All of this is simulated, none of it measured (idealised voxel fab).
process module | voxel transistor to metal
cross-section cut | 285 nm wide | cells 5 nm
A cross-section is a grid of square cells, given in bands from the top down. A band is one or more rows of cells.
Each band's line starts with the height of the band's top and of its bottom, in nm. Then come its materials from left to right, each with its width in nm. One material with "throughout" fills the band from edge to edge. "air" is empty space.
Height 0 is the level under which the wafer as received is all one material. The lowest band goes on downwards, as in "0 down".
A width such as "30 to 40" changes by the same amount from each row of cells to the next, from the band's top row to its bottom row.
"no change" after a step means that no cell of the cross-section changed.
closed voids: empty space of 8 cells or more with no open way to the top, each as width x height at its distance from the left edge, in nm
after a step's settings: what the simulator itself notes on the step
overlay nm, on a step with a mask: how far to the right of its planned place the mask lay; to the left if negative
plan
1 op RECEIVE | material Si
2 op OXIDIZE | depth nm 5
3 op CONFORMAL_DEP | material SiN | thk nm 5
4 op DIRECTIONAL_DEP | material aC | thk nm 10
5 op PATTERN | tone cover | mask id ACTIVE | material resist | width nm 105 | pitch nm 130 | thk nm 30 | overlay nm 0
6 op DIRECTIONAL_ETCH | etch materials aC | depth nm 10
7 op STRIP | etch materials resist
8 op DIRECTIONAL_ETCH | etch materials SiN | depth nm 15
9 op DIRECTIONAL_ETCH | etch materials SiO2 | depth nm 5
10 op DIRECTIONAL_ETCH | etch materials Si | depth nm 25
11 op STRIP | etch materials aC
12 op FILL_DEP | material SiO2 | thk nm 15
13 op CMP | height nm 15
14 op SELECTIVE_ETCH | etch materials SiO2 | depth nm 5
15 op STRIP | etch materials SiN
16 op SELECTIVE_ETCH | etch materials SiO2 | depth nm 5
17 op OXIDIZE | depth nm 5
18 op DIRECTIONAL_DEP | material polySi | thk nm 30
19 op DIRECTIONAL_DEP | material SiCN | thk nm 15
20 op MASKED_ETCH | tone cover | mask id GATE | width nm 35 | pitch nm 130 | etch materials SiCN | depth nm 25 | overlay nm 0
21 op MASKED_ETCH | tone cover | mask id GATE | width nm 35 | pitch nm 130 | etch materials polySi | depth nm 40 | overlay nm 0
22 op CONFORMAL_DEP | material SiN | thk nm 10
23 op DIRECTIONAL_ETCH | etch materials SiN | depth nm 10
24 op DIRECTIONAL_ETCH | etch materials SiO2 | depth nm 5
25 op DIRECTIONAL_ETCH | etch materials Si | depth nm 15
26 op EPI | material SiGe | thk nm 20
27 op FILL_DEP | material SiO2 | thk nm 10
28 op CMP | height nm 25
29 op STRIP | etch materials polySi
30 op SELECTIVE_ETCH | etch materials SiO2 | depth nm 5
31 op CONFORMAL_DEP | material HfO2 | thk nm 5
32 op CONFORMAL_DEP | material TiN | thk nm 5
33 op FILL_DEP | material W | thk nm 5
34 op CMP | height nm 20
35 op DIRECTIONAL_DEP | material SiO2 | thk nm 10
36 op PATTERN | tone open | mask id CONTACT | material resist | width nm 15 | thk nm 15 | overlay nm 0
37 op DIRECTIONAL_ETCH | etch materials SiO2 | depth nm 20
38 op STRIP | etch materials resist
39 op CONFORMAL_DEP | material TiN | thk nm 5
40 op FILL_DEP | material Ru | thk nm 10
41 op CMP | height nm 30
42 op DIRECTIONAL_DEP | material TiN | thk nm 5
43 op DIRECTIONAL_DEP | material W | thk nm 15
44 op DIRECTIONAL_DEP | material aC | thk nm 15
45 op PATTERN | tone cover | mask id METAL_1 | material resist | width nm 15 | thk nm 30 | overlay nm 0
46 op DIRECTIONAL_ETCH | etch materials aC | depth nm 15
47 op STRIP | etch materials resist
48 op DIRECTIONAL_ETCH | etch materials W | depth nm 15
49 op DIRECTIONAL_ETCH | etch materials TiN | depth nm 5
50 op STRIP | etch materials aC
51 op FILL_DEP | material SiO2 | thk nm 5
52 op CMP | height nm 50
53 op CONFORMAL_DEP | material SiCN | thk nm 5
54 op DIRECTIONAL_DEP | material lowk | thk nm 25
55 op MASKED_ETCH | tone open | mask id METAL_2 | width nm 15 | pitch nm 130 | etch materials lowk | depth nm 15 | overlay nm 0
56 op DIRECTIONAL_DEP | material aC | thk nm 15
57 op PATTERN | tone open | mask id METAL_2_HOLES | material resist | width nm 15 | pitch nm 130 | thk nm 30 | overlay nm 0
58 op DIRECTIONAL_ETCH | etch materials aC | depth nm 15
59 op STRIP | etch materials resist
60 op DIRECTIONAL_ETCH | etch materials lowk | depth nm 10
61 op DIRECTIONAL_ETCH | etch materials SiCN | depth nm 5
62 op STRIP | etch materials aC
63 op CONFORMAL_DEP | material TiN | thk nm 5
64 op FILL_DEP | material Cu | thk nm 5
65 op CMP | height nm 80
66 op CONFORMAL_DEP | material SiCN | thk nm 5
varied across the wafers: thk nm of step 3. The plan shows the first wafer's value. All wafers start alike
first wafer as received, after step 1
  0 down: Si throughout
  closed voids: none
each wafer at the end: cells of each material gained (+) or lost (-) since it was received, then its closed voids
thk nm 5 | +10 Cu | +22 HfO2 | +12 Ru | -132 Si | +108 SiCN | +66 SiN | +498 SiO2 | +88 TiN | +42 W | +255 lowk | closed voids: none
thk nm 10 | +10 Cu | +38 HfO2 | +12 Ru | -222 Si | +108 SiCN | +116 SiGe | +56 SiN | +436 SiO2 | +100 TiN | +60 W | +255 lowk | closed voids: none
thk nm 15 | +10 Cu | +38 HfO2 | +12 Ru | -222 Si | +108 SiCN | +116 SiGe | +56 SiN | +436 SiO2 | +100 TiN | +60 W | +255 lowk | closed voids: none
thk nm 20 | +10 Cu | +38 HfO2 | +12 Ru | -219 Si | +108 SiCN | +188 SiGe | +40 SiN | +377 SiO2 | +100 TiN | +60 W | +255 lowk | closed voids: none
thk nm 25 | +10 Cu | +38 HfO2 | +12 Ru | -219 Si | +108 SiCN | +188 SiGe | +40 SiN | +377 SiO2 | +100 TiN | +60 W | +255 lowk | closed voids: none
thk nm 30 | +10 Cu | +38 HfO2 | +12 Ru | -219 Si | +108 SiCN | +188 SiGe | +40 SiN | +377 SiO2 | +100 TiN | +60 W | +255 lowk | closed voids: none
